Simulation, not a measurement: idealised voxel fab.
process module | voxel gate over fins
cross-section cut | 255 nm wide | cells 5 nm
A cross-section is a grid of square cells, given in bands from the top down. A band is one or more rows of cells.
Each band's line starts with the height of the band's top and of its bottom, in nm. Then come its materials from left to right, each with its width in nm. One material with "throughout" fills the band from edge to edge. "air" is empty space.
Height 0 is the level under which the wafer as received is all one material. The lowest band goes on downwards, as in "0 down".
A width such as "30 to 40" changes by the same amount from each row of cells to the next, from the band's top row to its bottom row.
"no change" after a step means that no cell of the cross-section changed.
closed voids: empty space of 8 cells or more with no open way to the top, each as width x height at its distance from the left edge, in nm
after a step's settings: what the simulator itself notes on the step
overlay nm, on a step with a mask: how far to the right of its planned place the mask lay; to the left if negative
plan
1 op RECEIVE | material Si
2 op CONFORMAL_DEP | material SiN | thk nm 5
3 op DIRECTIONAL_DEP | material aC | thk nm 10
4 op PATTERN | tone cover | mask id FINS | material resist | width nm 15 | pitch nm 50 | thk nm 25 | overlay nm 0
5 op DIRECTIONAL_ETCH | etch materials aC | depth nm 10
6 op STRIP | etch materials resist
7 op DIRECTIONAL_ETCH | etch materials SiN | depth nm 5
8 op DIRECTIONAL_ETCH | etch materials Si | depth nm 30
9 op STRIP | etch materials aC
10 op FILL_DEP | material SiO2 | thk nm 15
11 op CMP | height nm 5
12 op MASKED_ETCH | tone open | mask id RAIL | width nm 15 | etch materials SiO2 | depth nm 30 | overlay nm 0
13 op CONFORMAL_DEP | material TiN | thk nm 5
14 op FILL_DEP | material W | thk nm 10
15 op CMP | height nm 5
16 op SELECTIVE_ETCH | etch materials W Ru TiN | depth nm 25
17 op FILL_DEP | material SiO2 | thk nm 5
18 op CMP | height nm 5
19 op SELECTIVE_ETCH | etch materials SiO2 | depth nm 15
20 op STRIP | etch materials SiN
21 op CONFORMAL_DEP | material HfO2 | thk nm 5
22 op CONFORMAL_DEP | material TiN | thk nm 5
23 op CONFORMAL_DEP | material TiAl | thk nm 5
24 op CONFORMAL_DEP | material TiN | thk nm 5
25 op FILL_DEP | material W | thk nm 15
26 op CMP | height nm 30
27 op CONFORMAL_DEP | material SiN | thk nm 5
first wafer, as planned
as received, after step 1
  0 down: Si throughout
  closed voids: none
after step 2
  5 to 0: SiN throughout
  below 0: unchanged
after step 3
  15 to 5: aC throughout
  below 5: unchanged
after step 4
  40 to 15: air 70 | resist 15 | air 35 | resist 15 | air 35 | resist 15 | air 70
  below 15: unchanged
after step 5
  30 to 15: air 70 | resist 15 | air 35 | resist 15 | air 35 | resist 15 | air 70
  15 to 5: air 70 | aC 15 | air 35 | aC 15 | air 35 | aC 15 | air 70
  below 5: unchanged
after step 6
  15 to 5: air 70 | aC 15 | air 35 | aC 15 | air 35 | aC 15 | air 70
  below 5: unchanged
after step 7
  15 to 5: air 70 | aC 15 | air 35 | aC 15 | air 35 | aC 15 | air 70
  5 to 0: air 70 | SiN 15 | air 35 | SiN 15 | air 35 | SiN 15 | air 70
  below 0: unchanged
after step 8
  15 to 5: air 70 | aC 15 | air 35 | aC 15 | air 35 | aC 15 | air 70
  5 to 0: air 70 | SiN 15 | air 35 | SiN 15 | air 35 | SiN 15 | air 70
  0 to -30: air 70 | Si 15 | air 35 | Si 15 | air 35 | Si 15 | air 70
  below -30: unchanged
after step 9
  5 to 0: air 70 | SiN 15 | air 35 | SiN 15 | air 35 | SiN 15 | air 70
  below 0: unchanged
after step 10
  20 to 5: SiO2 throughout
  5 to 0: SiO2 70 | SiN 15 | SiO2 35 | SiN 15 | SiO2 35 | SiN 15 | SiO2 70
  0 to -30: SiO2 70 | Si 15 | SiO2 35 | Si 15 | SiO2 35 | Si 15 | SiO2 70
  below -30: unchanged
after step 11
  5 to 0: SiO2 70 | SiN 15 | SiO2 35 | SiN 15 | SiO2 35 | SiN 15 | SiO2 70
  below 0: unchanged
after step 12
  5 to 0: SiO2 70 | SiN 15 | SiO2 10 | air 15 | SiO2 10 | SiN 15 | SiO2 35 | SiN 15 | SiO2 70
  0 to -25: SiO2 70 | Si 15 | SiO2 10 | air 15 | SiO2 10 | Si 15 | SiO2 35 | Si 15 | SiO2 70
  below -25: unchanged
after step 13
  10 to 5: TiN 100 | air 5 | TiN 150
  5 to 0: SiO2 70 | SiN 15 | SiO2 10 | TiN 5 | air 5 | TiN 5 | SiO2 10 | SiN 15 | SiO2 35 | SiN 15 | SiO2 70
  0 to -20: SiO2 70 | Si 15 | SiO2 10 | TiN 5 | air 5 | TiN 5 | SiO2 10 | Si 15 | SiO2 35 | Si 15 | SiO2 70
  -20 to -25: SiO2 70 | Si 15 | SiO2 10 | TiN 15 | SiO2 10 | Si 15 | SiO2 35 | Si 15 | SiO2 70
  below -25: unchanged
after step 14
  20 to 10: W throughout
  10 to 5: TiN 100 | W 5 | TiN 150
  5 to 0: SiO2 70 | SiN 15 | SiO2 10 | TiN 5 | W 5 | TiN 5 | SiO2 10 | SiN 15 | SiO2 35 | SiN 15 | SiO2 70
  0 to -20: SiO2 70 | Si 15 | SiO2 10 | TiN 5 | W 5 | TiN 5 | SiO2 10 | Si 15 | SiO2 35 | Si 15 | SiO2 70
  below -20: unchanged
after step 15
  5 to 0: SiO2 70 | SiN 15 | SiO2 10 | TiN 5 | W 5 | TiN 5 | SiO2 10 | SiN 15 | SiO2 35 | SiN 15 | SiO2 70
  below 0: unchanged
after step 16
  5 to 0: SiO2 70 | SiN 15 | SiO2 10 | air 15 | SiO2 10 | SiN 15 | SiO2 35 | SiN 15 | SiO2 70
  0 to -20: SiO2 70 | Si 15 | SiO2 10 | air 15 | SiO2 10 | Si 15 | SiO2 35 | Si 15 | SiO2 70
  below -20: unchanged
after step 17
  10 to 5: SiO2 throughout
  5 to 0: SiO2 70 | SiN 15 | SiO2 35 | SiN 15 | SiO2 35 | SiN 15 | SiO2 70
  0 to -20: SiO2 70 | Si 15 | SiO2 35 | Si 15 | SiO2 35 | Si 15 | SiO2 70
  below -20: unchanged
after step 18
  5 to 0: SiO2 70 | SiN 15 | SiO2 35 | SiN 15 | SiO2 35 | SiN 15 | SiO2 70
  below 0: unchanged
after step 19
  5 to 0: air 70 | SiN 15 | air 35 | SiN 15 | air 35 | SiN 15 | air 70
  0 to -10: air 70 | Si 15 | air 35 | Si 15 | air 35 | Si 15 | air 70
  below -10: unchanged
after step 20
  0 to -10: air 70 | Si 15 | air 35 | Si 15 | air 35 | Si 15 | air 70
  below -10: unchanged
after step 21
  5 to 0: air 65 | HfO2 25 | air 25 | HfO2 25 | air 25 | HfO2 25 | air 65
  0 to -5: air 65 | HfO2 5 | Si 15 | HfO2 5 | air 25 | HfO2 5 | Si 15 | HfO2 5 | air 25 | HfO2 5 | Si 15 | HfO2 5 | air 65
  -5 to -10: HfO2 70 | Si 15 | HfO2 35 | Si 15 | HfO2 35 | Si 15 | HfO2 70
  below -10: unchanged
after step 22
  10 to 5: air 60 | TiN 35 | air 15 | TiN 35 | air 15 | TiN 35 | air 60
  5 to 0: air 60 | TiN 5 | HfO2 25 | TiN 5 | air 15 | TiN 5 | HfO2 25 | TiN 5 | air 15 | TiN 5 | HfO2 25 | TiN 5 | air 60
  0 to -5: TiN 65 | HfO2 5 | Si 15 | HfO2 5 | TiN 25 | HfO2 5 | Si 15 | HfO2 5 | TiN 25 | HfO2 5 | Si 15 | HfO2 5 | TiN 65
  below -5: unchanged
after step 23
  15 to 10: air 55 | TiAl 45 | air 5 | TiAl 45 | air 5 | TiAl 45 | air 55
  10 to 5: air 55 | TiAl 5 | TiN 35 | TiAl 5 | air 5 | TiAl 5 | TiN 35 | TiAl 5 | air 5 | TiAl 5 | TiN 35 | TiAl 5 | air 55
  5 to 0: TiAl 60 | TiN 5 | HfO2 25 | TiN 5 | TiAl 15 | TiN 5 | HfO2 25 | TiN 5 | TiAl 15 | TiN 5 | HfO2 25 | TiN 5 | TiAl 60
  below 0: unchanged
after step 24
  20 to 15: air 50 | TiN 155 | air 50
  15 to 10: air 50 | TiN 5 | TiAl 45 | TiN 5 | TiAl 45 | TiN 5 | TiAl 45 | TiN 5 | air 50
  10 to 5: TiN 55 | TiAl 5 | TiN 35 | TiAl 5 | TiN 5 | TiAl 5 | TiN 35 | TiAl 5 | TiN 5 | TiAl 5 | TiN 35 | TiAl 5 | TiN 55
  below 5: unchanged
after step 25
  35 to 20: W throughout
  20 to 15: W 50 | TiN 155 | W 50
  15 to 10: W 50 | TiN 5 | TiAl 45 | TiN 5 | TiAl 45 | TiN 5 | TiAl 45 | TiN 5 | W 50
  below 10: unchanged
after step 26
  30 to 20: W throughout
  below 20: unchanged
after step 27
  35 to 30: SiN throughout
  below 30: unchanged
second wafer: like start, like plan, one mistake. Through step 3 it matches the first wafer
when step 4 should have ended
  40 to 15: air 65 | resist 15 | air 35 | resist 15 | air 35 | resist 15 | air 75
  below 15: unchanged
when step 5 should have ended
  30 to 15: air 65 | resist 15 | air 35 | resist 15 | air 35 | resist 15 | air 75
  15 to 5: air 65 | aC 15 | air 35 | aC 15 | air 35 | aC 15 | air 75
  below 5: unchanged
when step 6 should have ended
  15 to 5: air 65 | aC 15 | air 35 | aC 15 | air 35 | aC 15 | air 75
  below 5: unchanged
when step 7 should have ended
  15 to 5: air 65 | aC 15 | air 35 | aC 15 | air 35 | aC 15 | air 75
  5 to 0: air 65 | SiN 15 | air 35 | SiN 15 | air 35 | SiN 15 | air 75
  below 0: unchanged
when step 8 should have ended
  15 to 5: air 65 | aC 15 | air 35 | aC 15 | air 35 | aC 15 | air 75
  5 to 0: air 65 | SiN 15 | air 35 | SiN 15 | air 35 | SiN 15 | air 75
  0 to -30: air 65 | Si 15 | air 35 | Si 15 | air 35 | Si 15 | air 75
  below -30: unchanged
when step 9 should have ended
  5 to 0: air 65 | SiN 15 | air 35 | SiN 15 | air 35 | SiN 15 | air 75
  below 0: unchanged
when step 10 should have ended
  20 to 5: SiO2 throughout
  5 to 0: SiO2 65 | SiN 15 | SiO2 35 | SiN 15 | SiO2 35 | SiN 15 | SiO2 75
  0 to -30: SiO2 65 | Si 15 | SiO2 35 | Si 15 | SiO2 35 | Si 15 | SiO2 75
  below -30: unchanged
when step 11 should have ended
  5 to 0: SiO2 65 | SiN 15 | SiO2 35 | SiN 15 | SiO2 35 | SiN 15 | SiO2 75
  below 0: unchanged
when step 12 should have ended
  5 to 0: SiO2 65 | SiN 15 | SiO2 15 | air 15 | SiO2 5 | SiN 15 | SiO2 35 | SiN 15 | SiO2 75
  0 to -25: SiO2 65 | Si 15 | SiO2 15 | air 15 | SiO2 5 | Si 15 | SiO2 35 | Si 15 | SiO2 75
  below -25: unchanged
when step 13 should have ended
  10 to 5: TiN 100 | air 5 | TiN 150
  5 to 0: SiO2 65 | SiN 15 | SiO2 15 | TiN 5 | air 5 | TiN 5 | SiO2 5 | SiN 15 | SiO2 35 | SiN 15 | SiO2 75
  0 to -20: SiO2 65 | Si 15 | SiO2 15 | TiN 5 | air 5 | TiN 5 | SiO2 5 | Si 15 | SiO2 35 | Si 15 | SiO2 75
  -20 to -25: SiO2 65 | Si 15 | SiO2 15 | TiN 15 | SiO2 5 | Si 15 | SiO2 35 | Si 15 | SiO2 75
  below -25: unchanged
when step 14 should have ended
  20 to 10: W throughout
  10 to 5: TiN 100 | W 5 | TiN 150
  5 to 0: SiO2 65 | SiN 15 | SiO2 15 | TiN 5 | W 5 | TiN 5 | SiO2 5 | SiN 15 | SiO2 35 | SiN 15 | SiO2 75
  0 to -20: SiO2 65 | Si 15 | SiO2 15 | TiN 5 | W 5 | TiN 5 | SiO2 5 | Si 15 | SiO2 35 | Si 15 | SiO2 75
  below -20: unchanged
when step 15 should have ended
  5 to 0: SiO2 65 | SiN 15 | SiO2 15 | TiN 5 | W 5 | TiN 5 | SiO2 5 | SiN 15 | SiO2 35 | SiN 15 | SiO2 75
  below 0: unchanged
when step 16 should have ended
  5 to 0: SiO2 65 | SiN 15 | SiO2 15 | air 15 | SiO2 5 | SiN 15 | SiO2 35 | SiN 15 | SiO2 75
  0 to -20: SiO2 65 | Si 15 | SiO2 15 | air 15 | SiO2 5 | Si 15 | SiO2 35 | Si 15 | SiO2 75
  below -20: unchanged
when step 17 should have ended
  10 to 5: SiO2 throughout
  5 to 0: SiO2 65 | SiN 15 | SiO2 35 | SiN 15 | SiO2 35 | SiN 15 | SiO2 75
  0 to -20: SiO2 65 | Si 15 | SiO2 35 | Si 15 | SiO2 35 | Si 15 | SiO2 75
  below -20: unchanged
when step 18 should have ended
  5 to 0: SiO2 65 | SiN 15 | SiO2 35 | SiN 15 | SiO2 35 | SiN 15 | SiO2 75
  below 0: unchanged
when step 19 should have ended
  5 to 0: air 65 | SiN 15 | air 35 | SiN 15 | air 35 | SiN 15 | air 75
  0 to -10: air 65 | Si 15 | air 35 | Si 15 | air 35 | Si 15 | air 75
  below -10: unchanged
when step 20 should have ended
  0 to -10: air 65 | Si 15 | air 35 | Si 15 | air 35 | Si 15 | air 75
  below -10: unchanged
when step 21 should have ended
  5 to 0: air 60 | HfO2 25 | air 25 | HfO2 25 | air 25 | HfO2 25 | air 70
  0 to -5: air 60 | HfO2 5 | Si 15 | HfO2 5 | air 25 | HfO2 5 | Si 15 | HfO2 5 | air 25 | HfO2 5 | Si 15 | HfO2 5 | air 70
  -5 to -10: HfO2 65 | Si 15 | HfO2 35 | Si 15 | HfO2 35 | Si 15 | HfO2 75
  below -10: unchanged
when step 22 should have ended
  10 to 5: air 55 | TiN 35 | air 15 | TiN 35 | air 15 | TiN 35 | air 65
  5 to 0: air 55 | TiN 5 | HfO2 25 | TiN 5 | air 15 | TiN 5 | HfO2 25 | TiN 5 | air 15 | TiN 5 | HfO2 25 | TiN 5 | air 65
  0 to -5: TiN 60 | HfO2 5 | Si 15 | HfO2 5 | TiN 25 | HfO2 5 | Si 15 | HfO2 5 | TiN 25 | HfO2 5 | Si 15 | HfO2 5 | TiN 70
  below -5: unchanged
when step 23 should have ended
  15 to 10: air 50 | TiAl 45 | air 5 | TiAl 45 | air 5 | TiAl 45 | air 60
  10 to 5: air 50 | TiAl 5 | TiN 35 | TiAl 5 | air 5 | TiAl 5 | TiN 35 | TiAl 5 | air 5 | TiAl 5 | TiN 35 | TiAl 5 | air 60
  5 to 0: TiAl 55 | TiN 5 | HfO2 25 | TiN 5 | TiAl 15 | TiN 5 | HfO2 25 | TiN 5 | TiAl 15 | TiN 5 | HfO2 25 | TiN 5 | TiAl 65
  below 0: unchanged
when step 24 should have ended
  20 to 15: air 45 | TiN 155 | air 55
  15 to 10: air 45 | TiN 5 | TiAl 45 | TiN 5 | TiAl 45 | TiN 5 | TiAl 45 | TiN 5 | air 55
  10 to 5: TiN 50 | TiAl 5 | TiN 35 | TiAl 5 | TiN 5 | TiAl 5 | TiN 35 | TiAl 5 | TiN 5 | TiAl 5 | TiN 35 | TiAl 5 | TiN 60
  below 5: unchanged
when step 25 should have ended
  35 to 20: W throughout
  20 to 15: W 45 | TiN 155 | W 55
  15 to 10: W 45 | TiN 5 | TiAl 45 | TiN 5 | TiAl 45 | TiN 5 | TiAl 45 | TiN 5 | W 55
  below 10: unchanged
when step 26 should have ended
  30 to 20: W throughout
  below 20: unchanged
when step 27 should have ended
  35 to 30: SiN throughout
  below 30: unchanged
what went wrong: step 4 ran as: op PATTERN | tone cover | mask id FINS | material resist | width nm 15 | pitch nm 50 | thk nm 25 | overlay nm -5
at the end the second wafer has, in cells: as many of each material as the first, in other places
